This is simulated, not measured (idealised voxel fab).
This is a process module. Its name is voxel wiring stack.
Shown is cross-section cut, with a width of 225 nm and square cells of size 5 nm.
For the purposes of this document, a cross-section shall be understood as a grid of square cells, specified as bands listed in top-to-bottom order, each band consisting of one or more rows of cells.
Top height, bottom height, nm. Materials left to right, width each, nm. Single material + "all across" = fills band edge to edge. "empty" = empty.
Height datum 0, below which the as-received substrate wafer is one material. Lowest band open at the bottom, running downward: "z 0 and below".
You'd read "30->40" like this: the band's top row of cells is as wide as the first number, its bottom row is as wide as the second, and going down, every row changes width by the same amount as the row before did.
It should be understood that the words "nothing changed", when stated for a given step, signify that the cross-section underwent no change in any of its cells during that step.
In the "Unvented voids" entry, you get each enclosed empty space of 8 cells or more, one with no open way to the top, written width x height at distance, distance from the left edge, in nm.
Anything after a step's settings on that line? It's the simulator's own note about the step.
Regarding "overlay nm": on a step with a mask, it is the distance the mask lay to the right of its planned place; a negative value places it to the left.

Listed below are the process steps as planned
1. op RECEIVE | material Si
2. op CONFORMAL_DEP | material SiO2 | thk nm 10
3. op CONFORMAL_DEP | material SiN | thk nm 5
4. op DIRECTIONAL_DEP | material lowk | thk nm 15
5. op MASKED_ETCH | tone open | mask id METAL_1 | width nm 20 | pitch nm 35 | etch materials lowk | depth nm 15 | overlay nm 0
6. op MASKED_ETCH | tone open | mask id METAL_1 | width nm 20 | pitch nm 35 | etch materials SiN | depth nm 5 | overlay nm -15
7. op CONFORMAL_DEP | material TiN | thk nm 5
8. op FILL_DEP | material Ru | thk nm 5
9. op CMP | height nm 30
10. op CONFORMAL_DEP | material SiCN | thk nm 5
11. op DIRECTIONAL_DEP | material SiO2 | thk nm 20
12. op MASKED_ETCH | tone open | mask id PLUG_1 | width nm 15 | pitch nm 35 | etch materials SiO2 | depth nm 20 | overlay nm 0
13. op MASKED_ETCH | tone open | mask id PLUG_1 | width nm 15 | pitch nm 35 | etch materials SiCN | depth nm 5 | overlay nm 0
14. op CONFORMAL_DEP | material TiN | thk nm 5
15. op FILL_DEP | material Ru | thk nm 10
16. op CMP | height nm 55
17. op CONFORMAL_DEP | material SiCN | thk nm 5
18. op DIRECTIONAL_DEP | material lowk | thk nm 20
19. op PATTERN | tone open | mask id METAL_2 | material resist | width nm 20 | pitch nm 35 | thk nm 20 | overlay nm 0
20. op DIRECTIONAL_ETCH | etch materials lowk | depth nm 20
21. op DIRECTIONAL_ETCH | etch materials SiCN | depth nm 5
22. op STRIP | etch materials resist
23. op CONFORMAL_DEP | material TiN | thk nm 5
24. op FILL_DEP | material W | thk nm 5
25. op CMP | height nm 80
26. op CONFORMAL_DEP | material SiCN | thk nm 5
27. op DIRECTIONAL_DEP | material SiO2 | thk nm 15
28. op PATTERN | tone open | mask id PLUG_2 | material resist | width nm 15 | pitch nm 35 | thk nm 20 | overlay nm 0
29. op DIRECTIONAL_ETCH | etch materials SiO2 | depth nm 15
30. op DIRECTIONAL_ETCH | etch materials SiCN | depth nm 5
31. op STRIP | etch materials resist
32. op EPI | material Ru | thk nm 10
33. op EPI | material Ru | thk nm 10
34. op DIRECTIONAL_DEP | material TiN | thk nm 5
35. op DIRECTIONAL_DEP | material Ru | thk nm 25
36. op MASKED_ETCH | tone cover | mask id METAL_3 | width nm 20 | pitch nm 35 | etch materials Ru | depth nm 25 | overlay nm 0
37. op MASKED_ETCH | tone cover | mask id METAL_3 | width nm 20 | pitch nm 35 | etch materials TiN | depth nm 5 | overlay nm 0
38. op CONFORMAL_DEP | material SiCN | thk nm 5
39. op FILL_DEP | material lowk | thk nm 5
40. op CMP | height nm 130
41. op CONFORMAL_DEP | material SiCN | thk nm 5
For clarity, it should be stated that the wafers under discussion commence in an identical condition and differ with respect to the overlay nm of step 6, the plan indicating the value that the first wafer had.

First of several wafers (as received, post step 1), cross-sectional view
* z 0 and below: Si all across
* Unvented voids: none

each wafer at the end: cells of each material gained (+) or lost (-) since it was received, then its closed voids
overlay nm -15, +120 Ru, +213 SiCN, +42 SiN, +342 SiO2, +108 TiN, +24 W, +366 lowk, Unvented voids: none
overlay nm -10, +120 Ru, +213 SiCN, +39 SiN, +342 SiO2, +111 TiN, +24 W, +366 lowk, Unvented voids: none
overlay nm -5, +123 Ru, +213 SiCN, +36 SiN, +342 SiO2, +111 TiN, +24 W, +366 lowk, Unvented voids: none
overlay nm 0, +126 Ru, +213 SiCN, +33 SiN, +342 SiO2, +111 TiN, +24 W, +366 lowk, Unvented voids: none
overlay nm 5, +123 Ru, +213 SiCN, +36 SiN, +342 SiO2, +111 TiN, +24 W, +366 lowk, Unvented voids: none
overlay nm 10, +120 Ru, +213 SiCN, +39 SiN, +342 SiO2, +111 TiN, +24 W, +366 lowk, Unvented voids: none
overlay nm 15, +120 Ru, +213 SiCN, +42 SiN, +342 SiO2, +108 TiN, +24 W, +366 lowk, Unvented voids: none
